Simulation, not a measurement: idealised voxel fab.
process module | voxel double patterning
cross-section cut | 210 nm wide | cells 5 nm
A cross-section is a grid of square cells, given in bands from the top down. A band is one or more rows of cells.
Each band's line starts with the height of the band's top and of its bottom, in nm. Then come its materials from left to right, each with its width in nm. One material with "throughout" fills the band from edge to edge. "air" is empty space.
Height 0 is the level under which the wafer as received is all one material. The lowest band goes on downwards, as in "0 down".
A width such as "30 to 40" changes by the same amount from each row of cells to the next, from the band's top row to its bottom row.
"no change" after a step means that no cell of the cross-section changed.
closed voids: empty space of 8 cells or more with no open way to the top, each as width x height at its distance from the left edge, in nm
after a step's settings: what the simulator itself notes on the step
overlay nm, on a step with a mask: how far to the right of its planned place the mask lay; to the left if negative
plan
1 op RECEIVE | material Si
2 op CONFORMAL_DEP | material SiO2 | thk nm 10
3 op DIRECTIONAL_DEP | material polySi | thk nm 10
4 op DIRECTIONAL_DEP | material SiN | thk nm 10
5 op DIRECTIONAL_DEP | material aC | thk nm 10
6 op PATTERN | tone open | mask id FIRST | material resist | width nm 15 | pitch nm 50 | thk nm 25 | overlay nm 0
7 op DIRECTIONAL_ETCH | etch materials aC | depth nm 10
8 op STRIP | etch materials resist
9 op DIRECTIONAL_ETCH | etch materials SiN | depth nm 10
10 op STRIP | etch materials aC
11 op MASKED_ETCH | tone open | mask id SECOND | width nm 15 | pitch nm 50 | etch materials SiN | depth nm 10 | overlay nm 0
12 op DIRECTIONAL_ETCH | etch materials polySi | depth nm 10
13 op STRIP | etch materials SiN
first wafer, as planned
as received, after step 1
  0 down: Si throughout
  closed voids: none
after step 2
  10 to 0: SiO2 throughout
  below 0: unchanged
after step 3
  20 to 10: polySi throughout
  below 10: unchanged
after step 4
  30 to 20: SiN throughout
  below 20: unchanged
after step 5
  40 to 30: aC throughout
  below 30: unchanged
after step 6
  65 to 40: resist 45 | air 15 | resist 35 | air 15 | resist 35 | air 15 | resist 50
  below 40: unchanged
after step 7
  55 to 40: resist 45 | air 15 | resist 35 | air 15 | resist 35 | air 15 | resist 50
  40 to 30: aC 45 | air 15 | aC 35 | air 15 | aC 35 | air 15 | aC 50
  below 30: unchanged
after step 8
  40 to 30: aC 45 | air 15 | aC 35 | air 15 | aC 35 | air 15 | aC 50
  below 30: unchanged
after step 9
  40 to 30: aC 45 | air 15 | aC 35 | air 15 | aC 35 | air 15 | aC 50
  30 to 20: SiN 45 | air 15 | SiN 35 | air 15 | SiN 35 | air 15 | SiN 50
  below 20: unchanged
after step 10
  30 to 20: SiN 45 | air 15 | SiN 35 | air 15 | SiN 35 | air 15 | SiN 50
  below 20: unchanged
after step 11
  30 to 20: SiN 45 | air 15 | SiN 10 | air 15 | SiN 10 | air 15 | SiN 10 | air 15 | SiN 10 | air 15 | SiN 50
  below 20: unchanged
after step 12
  30 to 20: SiN 45 | air 15 | SiN 10 | air 15 | SiN 10 | air 15 | SiN 10 | air 15 | SiN 10 | air 15 | SiN 50
  20 to 10: polySi 45 | air 15 | polySi 10 | air 15 | polySi 10 | air 15 | polySi 10 | air 15 | polySi 10 | air 15 | polySi 50
  below 10: unchanged
after step 13
  20 to 10: polySi 45 | air 15 | polySi 10 | air 15 | polySi 10 | air 15 | polySi 10 | air 15 | polySi 10 | air 15 | polySi 50
  below 10: unchanged
second wafer: like start, like plan, one mistake. Through step 11 it matches the first wafer
when step 12 should have ended
  30 to 20: SiN 45 | air 15 | SiN 10 | air 15 | SiN 10 | air 15 | SiN 10 | air 15 | SiN 10 | air 15 | SiN 50
  20 to 15: polySi 45 | air 15 | polySi 10 | air 15 | polySi 10 | air 15 | polySi 10 | air 15 | polySi 10 | air 15 | polySi 50
  below 15: unchanged
when step 13 should have ended
  20 to 15: polySi 45 | air 15 | polySi 10 | air 15 | polySi 10 | air 15 | polySi 10 | air 15 | polySi 10 | air 15 | polySi 50
  below 15: unchanged
what went wrong: step 12 ran as: op DIRECTIONAL_ETCH | etch materials polySi | depth nm 5
at the end the second wafer has, in cells: 15 more of polySi
